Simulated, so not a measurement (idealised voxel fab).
Presented below is a process module, voxel spacer lines.
The cross-section on display is named cut; it measures 295 nm wide, and its cells are 5 nm squares.
Bands, listed from the top down, are how a cross-section gets written in this document; the cross-section itself is a grid of square cells, and a band is one or more rows of them. Read a band's entry like this: the first values are the height of its top and the height of its bottom in nm, and what follows is the sequence of materials from left to right, each with its width in nm. Note that "empty" is empty space, and that a single material marked "edge to edge" reaches across the band from edge to edge. Convention: height 0 is the level below which the wafer, as received, is all one material. The lowest band does not terminate at the bottom but continues downward, represented as "z 0 and below". You'd read "30..40" like this: the band's top row of cells is as wide as the first number, its bottom row is as wide as the second, and going down, every row changes width by the same amount as the row before did. "same as before" (step): cross-section cells unchanged, all of them. The entry titled "Unvented internal voids" provides the empty spaces that have no open way to the top, restricted to those of 8 cells or more. Each is presented as width x height at distance, the distance being measured from the left edge, with all three in nm. Step line, after settings: the simulator's comment on this step. "overlay nm", when on a step's line for a step with a mask, measures how far to the right of its planned place the mask lay; a negative measure means to the left.
Here's what the planned process steps look like
1,op RECEIVE | material Si
2,op CONFORMAL_DEP | material Al2O3 | thk nm 10
3,op DIRECTIONAL_DEP | material TiN | thk nm 15
4,op DIRECTIONAL_DEP | material polySi | thk nm 30
5,op PATTERN | tone cover | mask id MANDREL | material resist | width nm 15 | pitch nm 50 | thk nm 35 | overlay nm 0
6,op DIRECTIONAL_ETCH | etch materials polySi | depth nm 30
7,op STRIP | etch materials resist
8,op CONFORMAL_DEP | material SiN | thk nm 10
9,op DIRECTIONAL_ETCH | etch materials SiN | depth nm 10
10,op STRIP | etch materials polySi
11,op DIRECTIONAL_ETCH | etch materials TiN | depth nm 15
12,op STRIP | etch materials SiN
13,op FILL_DEP | material SiO2 | thk nm 10
14,op CMP | height nm 25
On the first of the two wafers: run conducted according to plan
Cross-section: wafer on arrival = after step 1
- z 0 and below  Si edge to edge
- Unvented internal voids: none
Once step 2 is through, the wafer looks like this in cross-section
- z 10 to 0  Al2O3 edge to edge
- For the remainder of the cross-section, below 0, there is no change.
Once step 3 is through, the wafer looks like this in cross-section
- z 25 to 10  TiN edge to edge
- For the remainder of the cross-section, below 10, there is no change.
Once step 4 is through, the wafer looks like this in cross-section
- z 55 to 25  polySi edge to edge
- For the remainder of the cross-section, below 25, there is no change.
Once step 5 is through, the wafer looks like this in cross-section
- z 90 to 55  115 empty, then 15 resist, then 35 empty, then 15 resist, then 115 empty
- For the remainder of the cross-section, below 55, there is no change.
Once step 6 is through, the wafer looks like this in cross-section
- z 90 to 55  115 empty, then 15 resist, then 35 empty, then 15 resist, then 115 empty
- z 55 to 25  115 empty, then 15 polySi, then 35 empty, then 15 polySi, then 115 empty
- For the remainder of the cross-section, below 25, there is no change.
Once step 7 is through, the wafer looks like this in cross-section
- z 55 to 25  115 empty, then 15 polySi, then 35 empty, then 15 polySi, then 115 empty
- For the remainder of the cross-section, below 25, there is no change.
Once step 8 is through, the wafer looks like this in cross-section
- z 65 to 55  105 empty, then 35 SiN, then 15 empty, then 35 SiN, then 105 empty
- z 55 to 35  105 empty, then 10 SiN, then 15 polySi, then 10 SiN, then 15 empty, then 10 SiN, then 15 polySi, then 10 SiN, then 105 empty
- z 35 to 25  115 SiN, then 15 polySi, then 35 SiN, then 15 polySi, then 115 SiN
- For the remainder of the cross-section, below 25, there is no change.
Once step 9 is through, the wafer looks like this in cross-section
- z 55 to 25  105 empty, then 10 SiN, then 15 polySi, then 10 SiN, then 15 empty, then 10 SiN, then 15 polySi, then 10 SiN, then 105 empty
- For the remainder of the cross-section, below 25, there is no change.
Once step 10 is through, the wafer looks like this in cross-section
- z 55 to 25  105 empty, then 10 SiN, then 15 empty, then 10 SiN, then 15 empty, then 10 SiN, then 15 empty, then 10 SiN, then 105 empty
- For the remainder of the cross-section, below 25, there is no change.
Once step 11 is through, the wafer looks like this in cross-section
- z 55 to 25  105 empty, then 10 SiN, then 15 empty, then 10 SiN, then 15 empty, then 10 SiN, then 15 empty, then 10 SiN, then 105 empty
- z 25 to 10  105 empty, then 10 TiN, then 15 empty, then 10 TiN, then 15 empty, then 10 TiN, then 15 empty, then 10 TiN, then 105 empty
- For the remainder of the cross-section, below 10, there is no change.
Once step 12 is through, the wafer looks like this in cross-section
- z 25 to 10  105 empty, then 10 TiN, then 15 empty, then 10 TiN, then 15 empty, then 10 TiN, then 15 empty, then 10 TiN, then 105 empty
- For the remainder of the cross-section, below 10, there is no change.
Once step 13 is through, the wafer looks like this in cross-section
- z 35 to 25  SiO2 edge to edge
- z 25 to 10  105 SiO2, then 10 TiN, then 15 SiO2, then 10 TiN, then 15 SiO2, then 10 TiN, then 15 SiO2, then 10 TiN, then 105 SiO2
- For the remainder of the cross-section, below 10, there is no change.
Once step 14 is through, the wafer looks like this in cross-section
- z 25 to 10  105 SiO2, then 10 TiN, then 15 SiO2, then 10 TiN, then 15 SiO2, then 10 TiN, then 15 SiO2, then 10 TiN, then 105 SiO2
- For the remainder of the cross-section, below 10, there is no change.
The Second Wafer: Common Origin and Plan, One Mistake in Execution, Identical to the First Through Step 1
Second wafer, sectioned view, at step 2's planned end time
- z 15 to 0  TiN edge to edge
- For the remainder of the cross-section, below 0, there is no change.
Second wafer, sectioned view, at step 3's planned end time
- z 25 to 15  Al2O3 edge to edge
- For the remainder of the cross-section, below 15, there is no change.
Second wafer, sectioned view, at step 4's planned end time
- z 55 to 25  polySi edge to edge
- For the remainder of the cross-section, below 25, there is no change.
Second wafer, sectioned view, at step 5's planned end time
- z 90 to 55  115 empty, then 15 resist, then 35 empty, then 15 resist, then 115 empty
- For the remainder of the cross-section, below 55, there is no change.
Second wafer, sectioned view, at step 6's planned end time
- z 90 to 55  115 empty, then 15 resist, then 35 empty, then 15 resist, then 115 empty
- z 55 to 25  115 empty, then 15 polySi, then 35 empty, then 15 polySi, then 115 empty
- For the remainder of the cross-section, below 25, there is no change.
Second wafer, sectioned view, at step 7's planned end time
- z 55 to 25  115 empty, then 15 polySi, then 35 empty, then 15 polySi, then 115 empty
- For the remainder of the cross-section, below 25, there is no change.
Second wafer, sectioned view, at step 8's planned end time
- z 65 to 55  105 empty, then 35 SiN, then 15 empty, then 35 SiN, then 105 empty
- z 55 to 35  105 empty, then 10 SiN, then 15 polySi, then 10 SiN, then 15 empty, then 10 SiN, then 15 polySi, then 10 SiN, then 105 empty
- z 35 to 25  115 SiN, then 15 polySi, then 35 SiN, then 15 polySi, then 115 SiN
- For the remainder of the cross-section, below 25, there is no change.
Second wafer, sectioned view, at step 9's planned end time
- z 55 to 25  105 empty, then 10 SiN, then 15 polySi, then 10 SiN, then 15 empty, then 10 SiN, then 15 polySi, then 10 SiN, then 105 empty
- For the remainder of the cross-section, below 25, there is no change.
Second wafer, sectioned view, at step 10's planned end time
- z 55 to 25  105 empty, then 10 SiN, then 15 empty, then 10 SiN, then 15 empty, then 10 SiN, then 15 empty, then 10 SiN, then 105 empty
- For the remainder of the cross-section, below 25, there is no change.
Second wafer, sectioned view, at step 11's planned end time: same as before
Second wafer, sectioned view, at step 12's planned end time
- z 25 to 15  Al2O3 edge to edge
- For the remainder of the cross-section, below 15, there is no change.
Second wafer, sectioned view, at step 13's planned end time
- z 35 to 25  SiO2 edge to edge
- For the remainder of the cross-section, below 25, there is no change.
Second wafer, sectioned view, at step 14's planned end time
- z 25 to 15  Al2O3 edge to edge
- For the remainder of the cross-section, below 15, there is no change.
Plan not followed: plan steps 2 and 3 run swapped
Counted in cells at the end, the second wafer holds more or fewer of these materials than the first: -153 SiO2 | +153 TiN
